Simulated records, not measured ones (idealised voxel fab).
Name of the process module below: voxel wiring stack
The cross-section shown here is cut; it is 240 nm wide and divided into square cells measuring 5 nm on a side.
Cross-section spec: square-cell grid; bands listed top down; each band is one or more rows.
For a band, the entry starts with two heights in nm, that of the top and then that of the bottom, and carries on with the band's materials in order from left to right, each alongside its width in nm; the word "everywhere" beside a single material means it fills the band edge to edge, and "blank" means empty space.
Height 0 is the level under which the wafer as received is all one material. The lowest band goes on downwards, as in "top 0, no bottom".
When a width is written as two numbers, as in "30..40", the first number is the width in the top row of cells of the band and the second is the width in its bottom row, and the width changes by the same amount from each row to the next.
When a step is marked "no modifications", none of the cells in the cross-section changed during that step.
The entry "Fully sealed cavities" lists the empty spaces that cover at least 8 cells and have no open path to the top. Each is written as width x height at distance, where the distance is measured from the left edge and all three values are in nm.
Text after the settings on a step's line: the simulator's own remark on that step.
"overlay nm" on a masked step: distance the mask lay right of its planned place, negative for left.
# Here's what the planned process steps look like
1 RECEIVE [material Si]
2 CONFORMAL_DEP [material SiO2] [thk nm 15]
3 DIRECTIONAL_DEP [material TiN] [thk nm 5]
4 DIRECTIONAL_DEP [material Ru] [thk nm 15]
5 PATTERN [tone cover] [mask id METAL_1] [material resist] [width nm 25] [pitch nm 55] [thk nm 15] [overlay nm 0]
6 DIRECTIONAL_ETCH [etch materials Ru] [depth nm 15]
7 DIRECTIONAL_ETCH [etch materials TiN] [depth nm 5]
8 STRIP [etch materials resist]
9 CONFORMAL_DEP [material SiCN] [thk nm 5]
10 FILL_DEP [material lowk] [thk nm 5]
11 CMP [height nm 35]
12 CONFORMAL_DEP [material SiCN] [thk nm 5]
13 DIRECTIONAL_DEP [material SiO2] [thk nm 30]
14 DIRECTIONAL_DEP [material aC] [thk nm 10]
15 PATTERN [tone open] [mask id METAL_2_HOLES] [material resist] [width nm 15] [pitch nm 55] [thk nm 25] [overlay nm 0]
16 DIRECTIONAL_ETCH [etch materials aC] [depth nm 10]
17 STRIP [etch materials resist]
18 DIRECTIONAL_ETCH [etch materials SiO2] [depth nm 30]
19 STRIP [etch materials aC]
20 DIRECTIONAL_DEP [material aC] [thk nm 15]
21 PATTERN [tone open] [mask id METAL_2] [material resist] [width nm 25] [pitch nm 55] [thk nm 35] [overlay nm 0]
22 DIRECTIONAL_ETCH [etch materials aC] [depth nm 15]
23 STRIP [etch materials resist]
24 DIRECTIONAL_ETCH [etch materials SiO2] [depth nm 15]
25 DIRECTIONAL_ETCH [etch materials SiCN] [depth nm 5]
26 STRIP [etch materials aC]
27 CONFORMAL_DEP [material TiN] [thk nm 5]
28 FILL_DEP [material Ru] [thk nm 5]
29 CMP [height nm 70]
30 CONFORMAL_DEP [material SiCN] [thk nm 5]
# So, the first of our two wafers, run just as we planned it
# Cross-section of the wafer upon arrival, representing the state reached after step 1
- top 0, no bottom | Si everywhere
- Fully sealed cavities: none
# Wafer section view after processing step 2
- top 15, bottom 0 | SiO2 everywhere
- Whatever lies below 0 is exactly as it was before.
# Wafer section view after processing step 3
- top 20, bottom 15 | TiN everywhere
- Whatever lies below 15 is exactly as it was before.
# Wafer section view after processing step 4
- top 35, bottom 20 | Ru everywhere
- Whatever lies below 20 is exactly as it was before.
# Wafer section view after processing step 5
- top 50, bottom 35 | blank=50  resist=25  blank=30  resist=25  blank=30  resist=25  blank=55
- Whatever lies below 35 is exactly as it was before.
# Wafer section view after processing step 6
- top 50, bottom 35 | blank=50  resist=25  blank=30  resist=25  blank=30  resist=25  blank=55
- top 35, bottom 20 | blank=50  Ru=25  blank=30  Ru=25  blank=30  Ru=25  blank=55
- Whatever lies below 20 is exactly as it was before.
# Wafer section view after processing step 7
- top 50, bottom 35 | blank=50  resist=25  blank=30  resist=25  blank=30  resist=25  blank=55
- top 35, bottom 20 | blank=50  Ru=25  blank=30  Ru=25  blank=30  Ru=25  blank=55
- top 20, bottom 15 | blank=50  TiN=25  blank=30  TiN=25  blank=30  TiN=25  blank=55
- Whatever lies below 15 is exactly as it was before.
# Wafer section view after processing step 8
- top 35, bottom 20 | blank=50  Ru=25  blank=30  Ru=25  blank=30  Ru=25  blank=55
- Whatever lies below 20 is exactly as it was before.
# Wafer section view after processing step 9
- top 40, bottom 35 | blank=45  SiCN=35  blank=20  SiCN=35  blank=20  SiCN=35  blank=50
- top 35, bottom 20 | blank=45  SiCN=5  Ru=25  SiCN=5  blank=20  SiCN=5  Ru=25  SiCN=5  blank=20  SiCN=5  Ru=25  SiCN=5  blank=50
- top 20, bottom 15 | SiCN=50  TiN=25  SiCN=30  TiN=25  SiCN=30  TiN=25  SiCN=55
- Whatever lies below 15 is exactly as it was before.
# Wafer section view after processing step 10
- top 45, bottom 40 | lowk everywhere
- top 40, bottom 35 | lowk=45  SiCN=35  lowk=20  SiCN=35  lowk=20  SiCN=35  lowk=50
- top 35, bottom 20 | lowk=45  SiCN=5  Ru=25  SiCN=5  lowk=20  SiCN=5  Ru=25  SiCN=5  lowk=20  SiCN=5  Ru=25  SiCN=5  lowk=50
- Whatever lies below 20 is exactly as it was before.
# Wafer section view after processing step 11
- top 35, bottom 20 | lowk=45  SiCN=5  Ru=25  SiCN=5  lowk=20  SiCN=5  Ru=25  SiCN=5  lowk=20  SiCN=5  Ru=25  SiCN=5  lowk=50
- Whatever lies below 20 is exactly as it was before.
# Wafer section view after processing step 12
- top 40, bottom 35 | SiCN everywhere
- Whatever lies below 35 is exactly as it was before.
# Wafer section view after processing step 13
- top 70, bottom 40 | SiO2 everywhere
- Whatever lies below 40 is exactly as it was before.
# Wafer section view after processing step 14
- top 80, bottom 70 | aC everywhere
- Whatever lies below 70 is exactly as it was before.
# Wafer section view after processing step 15
- top 105, bottom 80 | resist=50  blank=15  resist=40  blank=15  resist=40  blank=15  resist=65
- Whatever lies below 80 is exactly as it was before.
# Wafer section view after processing step 16
- top 95, bottom 80 | resist=50  blank=15  resist=40  blank=15  resist=40  blank=15  resist=65
- top 80, bottom 70 | aC=50  blank=15  aC=40  blank=15  aC=40  blank=15  aC=65
- Whatever lies below 70 is exactly as it was before.
# Wafer section view after processing step 17
- top 80, bottom 70 | aC=50  blank=15  aC=40  blank=15  aC=40  blank=15  aC=65
- Whatever lies below 70 is exactly as it was before.
# Wafer section view after processing step 18
- top 80, bottom 70 | aC=50  blank=15  aC=40  blank=15  aC=40  blank=15  aC=65
- top 70, bottom 40 | SiO2=50  blank=15  SiO2=40  blank=15  SiO2=40  blank=15  SiO2=65
- Whatever lies below 40 is exactly as it was before.
# Wafer section view after processing step 19
- top 70, bottom 40 | SiO2=50  blank=15  SiO2=40  blank=15  SiO2=40  blank=15  SiO2=65
- Whatever lies below 40 is exactly as it was before.
# Wafer section view after processing step 20
- top 85, bottom 70 | aC=50  blank=15  aC=40  blank=15  aC=40  blank=15  aC=65
- top 70, bottom 55 | SiO2=50  blank=15  SiO2=40  blank=15  SiO2=40  blank=15  SiO2=65
- top 55, bottom 40 | SiO2=50  aC=15  SiO2=40  aC=15  SiO2=40  aC=15  SiO2=65
- Whatever lies below 40 is exactly as it was before.
# Wafer section view after processing step 21
- top 120, bottom 85 | resist=50  blank=25  resist=30  blank=25  resist=30  blank=25  resist=55
- Whatever lies below 85 is exactly as it was before.
# Wafer section view after processing step 22
- top 105, bottom 85 | resist=50  blank=25  resist=30  blank=25  resist=30  blank=25  resist=55
- top 85, bottom 70 | aC=50  blank=25  aC=30  blank=25  aC=30  blank=25  aC=55
- top 70, bottom 40 | SiO2=50  blank=15  SiO2=40  blank=15  SiO2=40  blank=15  SiO2=65
- Whatever lies below 40 is exactly as it was before.
# Wafer section view after processing step 23
- top 85, bottom 70 | aC=50  blank=25  aC=30  blank=25  aC=30  blank=25  aC=55
- Whatever lies below 70 is exactly as it was before.
# Wafer section view after processing step 24
- top 85, bottom 70 | aC=50  blank=25  aC=30  blank=25  aC=30  blank=25  aC=55
- top 70, bottom 55 | SiO2=50  blank=25  SiO2=30  blank=25  SiO2=30  blank=25  SiO2=55
- Whatever lies below 55 is exactly as it was before.
# Wafer section view after processing step 25
- top 85, bottom 70 | aC=50  blank=25  aC=30  blank=25  aC=30  blank=25  aC=55
- top 70, bottom 55 | SiO2=50  blank=25  SiO2=30  blank=25  SiO2=30  blank=25  SiO2=55
- top 55, bottom 40 | SiO2=50  blank=15  SiO2=40  blank=15  SiO2=40  blank=15  SiO2=65
- top 40, bottom 35 | SiCN=50  blank=15  SiCN=40  blank=15  SiCN=40  blank=15  SiCN=65
- Whatever lies below 35 is exactly as it was before.
# Wafer section view after processing step 26
- top 70, bottom 55 | SiO2=50  blank=25  SiO2=30  blank=25  SiO2=30  blank=25  SiO2=55
- Whatever lies below 55 is exactly as it was before.
# Wafer section view after processing step 27
- top 75, bottom 70 | TiN=55  blank=15  TiN=40  blank=15  TiN=40  blank=15  TiN=60
- top 70, bottom 60 | SiO2=50  TiN=5  blank=15  TiN=5  SiO2=30  TiN=5  blank=15  TiN=5  SiO2=30  TiN=5  blank=15  TiN=5  SiO2=55
- top 60, bottom 55 | SiO2=50  TiN=5  blank=5  TiN=15  SiO2=30  TiN=5  blank=5  TiN=15  SiO2=30  TiN=5  blank=5  TiN=15  SiO2=55
- top 55, bottom 40 | SiO2=50  TiN=5  blank=5  TiN=5  SiO2=40  TiN=5  blank=5  TiN=5  SiO2=40  TiN=5  blank=5  TiN=5  SiO2=65
- top 40, bottom 35 | SiCN=50  TiN=15  SiCN=40  TiN=15  SiCN=40  TiN=15  SiCN=65
- Whatever lies below 35 is exactly as it was before.
# Wafer section view after processing step 28
- top 80, bottom 75 | Ru everywhere
- top 75, bottom 70 | TiN=55  Ru=15  TiN=40  Ru=15  TiN=40  Ru=15  TiN=60
- top 70, bottom 60 | SiO2=50  TiN=5  Ru=15  TiN=5  SiO2=30  TiN=5  Ru=15  TiN=5  SiO2=30  TiN=5  Ru=15  TiN=5  SiO2=55
- top 60, bottom 55 | SiO2=50  TiN=5  Ru=5  TiN=15  SiO2=30  TiN=5  Ru=5  TiN=15  SiO2=30  TiN=5  Ru=5  TiN=15  SiO2=55
- top 55, bottom 40 | SiO2=50  TiN=5  Ru=5  TiN=5  SiO2=40  TiN=5  Ru=5  TiN=5  SiO2=40  TiN=5  Ru=5  TiN=5  SiO2=65
- Whatever lies below 40 is exactly as it was before.
# Wafer section view after processing step 29
- top 70, bottom 60 | SiO2=50  TiN=5  Ru=15  TiN=5  SiO2=30  TiN=5  Ru=15  TiN=5  SiO2=30  TiN=5  Ru=15  TiN=5  SiO2=55
- Whatever lies below 60 is exactly as it was before.
# Wafer section view after processing step 30
- top 75, bottom 70 | SiCN everywhere
- Whatever lies below 70 is exactly as it was before.
# The second wafer: identical to the first at the outset and in its planned sequence, differing only in that one mistake was made during processing; up to and including step 1, its path is the first wafer's path
# Cross-section: second wafer, time at which step 2 was scheduled to end
- top 5, bottom 0 | TiN everywhere
- Whatever lies below 0 is exactly as it was before.
# Cross-section: second wafer, time at which step 3 was scheduled to end
- top 20, bottom 5 | SiO2 everywhere
- Whatever lies below 5 is exactly as it was before.
# Cross-section: second wafer, time at which step 4 was scheduled to end
- top 35, bottom 20 | Ru everywhere
- Whatever lies below 20 is exactly as it was before.
# Cross-section: second wafer, time at which step 5 was scheduled to end
- top 50, bottom 35 | blank=50  resist=25  blank=30  resist=25  blank=30  resist=25  blank=55
- Whatever lies below 35 is exactly as it was before.
# Cross-section: second wafer, time at which step 6 was scheduled to end
- top 50, bottom 35 | blank=50  resist=25  blank=30  resist=25  blank=30  resist=25  blank=55
- top 35, bottom 20 | blank=50  Ru=25  blank=30  Ru=25  blank=30  Ru=25  blank=55
- Whatever lies below 20 is exactly as it was before.
Cross-section: second wafer, time at which step 7 was scheduled to end: no modifications
# Cross-section: second wafer, time at which step 8 was scheduled to end
- top 35, bottom 20 | blank=50  Ru=25  blank=30  Ru=25  blank=30  Ru=25  blank=55
- Whatever lies below 20 is exactly as it was before.
# Cross-section: second wafer, time at which step 9 was scheduled to end
- top 40, bottom 35 | blank=45  SiCN=35  blank=20  SiCN=35  blank=20  SiCN=35  blank=50
- top 35, bottom 25 | blank=45  SiCN=5  Ru=25  SiCN=5  blank=20  SiCN=5  Ru=25  SiCN=5  blank=20  SiCN=5  Ru=25  SiCN=5  blank=50
- top 25, bottom 20 | SiCN=50  Ru=25  SiCN=30  Ru=25  SiCN=30  Ru=25  SiCN=55
- Whatever lies below 20 is exactly as it was before.
# Cross-section: second wafer, time at which step 10 was scheduled to end
- top 45, bottom 40 | lowk everywhere
- top 40, bottom 35 | lowk=45  SiCN=35  lowk=20  SiCN=35  lowk=20  SiCN=35  lowk=50
- top 35, bottom 25 | lowk=45  SiCN=5  Ru=25  SiCN=5  lowk=20  SiCN=5  Ru=25  SiCN=5  lowk=20  SiCN=5  Ru=25  SiCN=5  lowk=50
- Whatever lies below 25 is exactly as it was before.
# Cross-section: second wafer, time at which step 11 was scheduled to end
- top 35, bottom 25 | lowk=45  SiCN=5  Ru=25  SiCN=5  lowk=20  SiCN=5  Ru=25  SiCN=5  lowk=20  SiCN=5  Ru=25  SiCN=5  lowk=50
- Whatever lies below 25 is exactly as it was before.
# Cross-section: second wafer, time at which step 12 was scheduled to end
- top 40, bottom 35 | SiCN everywhere
- Whatever lies below 35 is exactly as it was before.
# Cross-section: second wafer, time at which step 13 was scheduled to end
- top 70, bottom 40 | SiO2 everywhere
- Whatever lies below 40 is exactly as it was before.
# Cross-section: second wafer, time at which step 14 was scheduled to end
- top 80, bottom 70 | aC everywhere
- Whatever lies below 70 is exactly as it was before.
# Cross-section: second wafer, time at which step 15 was scheduled to end
- top 105, bottom 80 | resist=50  blank=15  resist=40  blank=15  resist=40  blank=15  resist=65
- Whatever lies below 80 is exactly as it was before.
# Cross-section: second wafer, time at which step 16 was scheduled to end
- top 95, bottom 80 | resist=50  blank=15  resist=40  blank=15  resist=40  blank=15  resist=65
- top 80, bottom 70 | aC=50  blank=15  aC=40  blank=15  aC=40  blank=15  aC=65
- Whatever lies below 70 is exactly as it was before.
# Cross-section: second wafer, time at which step 17 was scheduled to end
- top 80, bottom 70 | aC=50  blank=15  aC=40  blank=15  aC=40  blank=15  aC=65
- Whatever lies below 70 is exactly as it was before.
# Cross-section: second wafer, time at which step 18 was scheduled to end
- top 80, bottom 70 | aC=50  blank=15  aC=40  blank=15  aC=40  blank=15  aC=65
- top 70, bottom 40 | SiO2=50  blank=15  SiO2=40  blank=15  SiO2=40  blank=15  SiO2=65
- Whatever lies below 40 is exactly as it was before.
# Cross-section: second wafer, time at which step 19 was scheduled to end
- top 70, bottom 40 | SiO2=50  blank=15  SiO2=40  blank=15  SiO2=40  blank=15  SiO2=65
- Whatever lies below 40 is exactly as it was before.
# Cross-section: second wafer, time at which step 20 was scheduled to end
- top 85, bottom 70 | aC=50  blank=15  aC=40  blank=15  aC=40  blank=15  aC=65
- top 70, bottom 55 | SiO2=50  blank=15  SiO2=40  blank=15  SiO2=40  blank=15  SiO2=65
- top 55, bottom 40 | SiO2=50  aC=15  SiO2=40  aC=15  SiO2=40  aC=15  SiO2=65
- Whatever lies below 40 is exactly as it was before.
# Cross-section: second wafer, time at which step 21 was scheduled to end
- top 120, bottom 85 | resist=50  blank=25  resist=30  blank=25  resist=30  blank=25  resist=55
- Whatever lies below 85 is exactly as it was before.
# Cross-section: second wafer, time at which step 22 was scheduled to end
- top 105, bottom 85 | resist=50  blank=25  resist=30  blank=25  resist=30  blank=25  resist=55
- top 85, bottom 70 | aC=50  blank=25  aC=30  blank=25  aC=30  blank=25  aC=55
- top 70, bottom 40 | SiO2=50  blank=15  SiO2=40  blank=15  SiO2=40  blank=15  SiO2=65
- Whatever lies below 40 is exactly as it was before.
# Cross-section: second wafer, time at which step 23 was scheduled to end
- top 85, bottom 70 | aC=50  blank=25  aC=30  blank=25  aC=30  blank=25  aC=55
- Whatever lies below 70 is exactly as it was before.
# Cross-section: second wafer, time at which step 24 was scheduled to end
- top 85, bottom 70 | aC=50  blank=25  aC=30  blank=25  aC=30  blank=25  aC=55
- top 70, bottom 55 | SiO2=50  blank=25  SiO2=30  blank=25  SiO2=30  blank=25  SiO2=55
- Whatever lies below 55 is exactly as it was before.
# Cross-section: second wafer, time at which step 25 was scheduled to end
- top 85, bottom 70 | aC=50  blank=25  aC=30  blank=25  aC=30  blank=25  aC=55
- top 70, bottom 55 | SiO2=50  blank=25  SiO2=30  blank=25  SiO2=30  blank=25  SiO2=55
- top 55, bottom 40 | SiO2=50  blank=15  SiO2=40  blank=15  SiO2=40  blank=15  SiO2=65
- top 40, bottom 35 | SiCN=50  blank=15  SiCN=40  blank=15  SiCN=40  blank=15  SiCN=65
- Whatever lies below 35 is exactly as it was before.
# Cross-section: second wafer, time at which step 26 was scheduled to end
- top 70, bottom 55 | SiO2=50  blank=25  SiO2=30  blank=25  SiO2=30  blank=25  SiO2=55
- Whatever lies below 55 is exactly as it was before.
# Cross-section: second wafer, time at which step 27 was scheduled to end
- top 75, bottom 70 | TiN=55  blank=15  TiN=40  blank=15  TiN=40  blank=15  TiN=60
- top 70, bottom 60 | SiO2=50  TiN=5  blank=15  TiN=5  SiO2=30  TiN=5  blank=15  TiN=5  SiO2=30  TiN=5  blank=15  TiN=5  SiO2=55
- top 60, bottom 55 | SiO2=50  TiN=5  blank=5  TiN=15  SiO2=30  TiN=5  blank=5  TiN=15  SiO2=30  TiN=5  blank=5  TiN=15  SiO2=55
- top 55, bottom 40 | SiO2=50  TiN=5  blank=5  TiN=5  SiO2=40  TiN=5  blank=5  TiN=5  SiO2=40  TiN=5  blank=5  TiN=5  SiO2=65
- top 40, bottom 35 | SiCN=50  TiN=15  SiCN=40  TiN=15  SiCN=40  TiN=15  SiCN=65
- Whatever lies below 35 is exactly as it was before.
# Cross-section: second wafer, time at which step 28 was scheduled to end
- top 80, bottom 75 | Ru everywhere
- top 75, bottom 70 | TiN=55  Ru=15  TiN=40  Ru=15  TiN=40  Ru=15  TiN=60
- top 70, bottom 60 | SiO2=50  TiN=5  Ru=15  TiN=5  SiO2=30  TiN=5  Ru=15  TiN=5  SiO2=30  TiN=5  Ru=15  TiN=5  SiO2=55
- top 60, bottom 55 | SiO2=50  TiN=5  Ru=5  TiN=15  SiO2=30  TiN=5  Ru=5  TiN=15  SiO2=30  TiN=5  Ru=5  TiN=15  SiO2=55
- top 55, bottom 40 | SiO2=50  TiN=5  Ru=5  TiN=5  SiO2=40  TiN=5  Ru=5  TiN=5  SiO2=40  TiN=5  Ru=5  TiN=5  SiO2=65
- Whatever lies below 40 is exactly as it was before.
# Cross-section: second wafer, time at which step 29 was scheduled to end
- top 70, bottom 60 | SiO2=50  TiN=5  Ru=15  TiN=5  SiO2=30  TiN=5  Ru=15  TiN=5  SiO2=30  TiN=5  Ru=15  TiN=5  SiO2=55
- Whatever lies below 60 is exactly as it was before.
# Cross-section: second wafer, time at which step 30 was scheduled to end
- top 75, bottom 70 | SiCN everywhere
- Whatever lies below 70 is exactly as it was before.
Deviation from plan: the processing plan was not followed for steps 2 and 3, which were run with their positions exchanged
In the final state, the cell counts of the second wafer exceed or fall short of those of the first for the following materials: -6 SiCN; +33 TiN; -27 lowk
